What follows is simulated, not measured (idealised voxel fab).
The name of this process module is voxel self aligned vias.
285 nm wide, 5 nm square cells: that's cross-section cut.
A cross-section in this document is a grid of square cells, and it is written down as bands, the top band listed before the ones below it; a band is made up of one or more rows of cells. Each band's line starts with the height of the band's top and of its bottom, in nm. Then come its materials from left to right, each with its width in nm. One material with "all across" fills the band from edge to edge. "air" is empty space. Measure heights from 0. That's the level where, below it, the as-received wafer is all one material. The lowest band is bottomless and extends downward; write it as in "0 down". Note: "30->40" means the width goes from the first number (top row of the band) to the second number (bottom row) in equal steps per row of cells. Key: "nothing changed" - step with no changed cell in the cross-section. Entry "Closed void roster" = empty spaces >= 8 cells with no open way to the top; each as width x height at distance, distance from left edge, all nm. Post-settings text on a step line: simulator's own remark regarding the step. When a step includes a mask, the "overlay nm" setting on its line states how far to the right of its planned place that mask lay, and negative values state how far to the left.

### Intended process steps
step 1: RECEIVE [material Si]
step 2: CONFORMAL_DEP [material SiO2] [thk nm 15]
step 3: CONFORMAL_DEP [material SiCN] [thk nm 5]
step 4: DIRECTIONAL_DEP [material SiO2] [thk nm 25]
step 5: DIRECTIONAL_DEP [material aC] [thk nm 10]
step 6: PATTERN [tone open] [mask id LINES] [material resist] [width nm 25] [pitch nm 65] [thk nm 25] [overlay nm 0]
step 7: DIRECTIONAL_ETCH [etch materials aC] [depth nm 10]
step 8: STRIP [etch materials resist]
step 9: DIRECTIONAL_ETCH [etch materials SiO2] [depth nm 25]
step 10: STRIP [etch materials aC]
step 11: CONFORMAL_DEP [material TiN] [thk nm 5]
step 12: FILL_DEP [material Ru] [thk nm 5]
step 13: CMP [height nm 45]
step 14: SELECTIVE_ETCH [etch materials W Ru TiN] [depth nm 10]
step 15: FILL_DEP [material SiN] [thk nm 10]
step 16: CMP [height nm 45]
step 17: DIRECTIONAL_DEP [material SiO2] [thk nm 20]
step 18: PATTERN [tone open] [mask id VIAS] [material resist] [width nm 45] [pitch nm 130] [thk nm 15] [overlay nm 0]
step 19: DIRECTIONAL_ETCH [etch materials SiO2] [depth nm 20]
step 20: DIRECTIONAL_ETCH [etch materials SiN] [depth nm 10]
step 21: STRIP [etch materials resist]
step 22: CONFORMAL_DEP [material TiN] [thk nm 5]
step 23: FILL_DEP [material Cu] [thk nm 10]
step 24: CMP [height nm 65]
step 25: CONFORMAL_DEP [material SiCN] [thk nm 5]

### This is the cross-section of the wafer as we received it, i.e. after step 1
- 0 down = Si all across
- Closed void roster: none

### Looking at the first of two wafers in cross-section at end of module - ran to plan
- 70 to 65 = SiCN all across
- 65 to 50 = 55 of SiO2 / 5 of TiN / 35 of Cu / 5 of TiN / 85 of SiO2 / 5 of TiN / 35 of Cu / 5 of TiN / 55 of SiO2
- 50 to 45 = 55 of SiO2 / 15 of TiN / 15 of Cu / 15 of TiN / 85 of SiO2 / 15 of TiN / 15 of Cu / 15 of TiN / 55 of SiO2
- 45 to 40 = 65 of SiO2 / 5 of TiN / 15 of Cu / 5 of TiN / 40 of SiO2 / 25 of SiN / 40 of SiO2 / 5 of TiN / 15 of Cu / 5 of TiN / 65 of SiO2
- 40 to 35 = 65 of SiO2 / 25 of TiN / 40 of SiO2 / 25 of SiN / 40 of SiO2 / 25 of TiN / 65 of SiO2
- 35 to 25 = 65 of SiO2 / 5 of TiN / 15 of Ru / 5 of TiN / 40 of SiO2 / 5 of TiN / 15 of Ru / 5 of TiN / 40 of SiO2 / 5 of TiN / 15 of Ru / 5 of TiN / 65 of SiO2
- 25 to 20 = 65 of SiO2 / 25 of TiN / 40 of SiO2 / 25 of TiN / 40 of SiO2 / 25 of TiN / 65 of SiO2
- 20 to 15 = SiCN all across
- 15 to 0 = SiO2 all across
- 0 down = Si all across
- Closed void roster: none

### second wafer at the end: like start, like plan, one mistake
- 70 to 65 = SiCN all across
- 65 to 50 = 55 of SiO2 / 5 of TiN / 40 of Cu / 5 of TiN / 80 of SiO2 / 5 of TiN / 40 of Cu / 5 of TiN / 50 of SiO2
- 50 to 45 = 55 of SiO2 / 15 of TiN / 15 of Cu / 20 of TiN / 80 of SiO2 / 15 of TiN / 15 of Cu / 20 of TiN / 50 of SiO2
- 45 to 40 = 65 of SiO2 / 5 of TiN / 15 of Cu / 5 of TiN / 40 of SiO2 / 25 of SiN / 40 of SiO2 / 5 of TiN / 15 of Cu / 5 of TiN / 65 of SiO2
- 40 to 35 = 65 of SiO2 / 25 of TiN / 40 of SiO2 / 25 of SiN / 40 of SiO2 / 25 of TiN / 65 of SiO2
- 35 to 25 = 65 of SiO2 / 5 of TiN / 15 of Ru / 5 of TiN / 40 of SiO2 / 5 of TiN / 15 of Ru / 5 of TiN / 40 of SiO2 / 5 of TiN / 15 of Ru / 5 of TiN / 65 of SiO2
- 25 to 20 = 65 of SiO2 / 25 of TiN / 40 of SiO2 / 25 of TiN / 40 of SiO2 / 25 of TiN / 65 of SiO2
- 20 to 15 = SiCN all across
- 15 to 0 = SiO2 all across
- 0 down = Si all across
- Closed void roster: none
What was done differently from what was planned? step 18 changed vs plan, executed as PATTERN [tone open] [mask id VIAS] [material resist] [width nm 50] [pitch nm 130] [thk nm 15] [overlay nm 0]
Final comparison by cell count, materials where the second wafer has more or fewer than the first: 6 more of Cu, 8 fewer of SiO2, 2 more of TiN
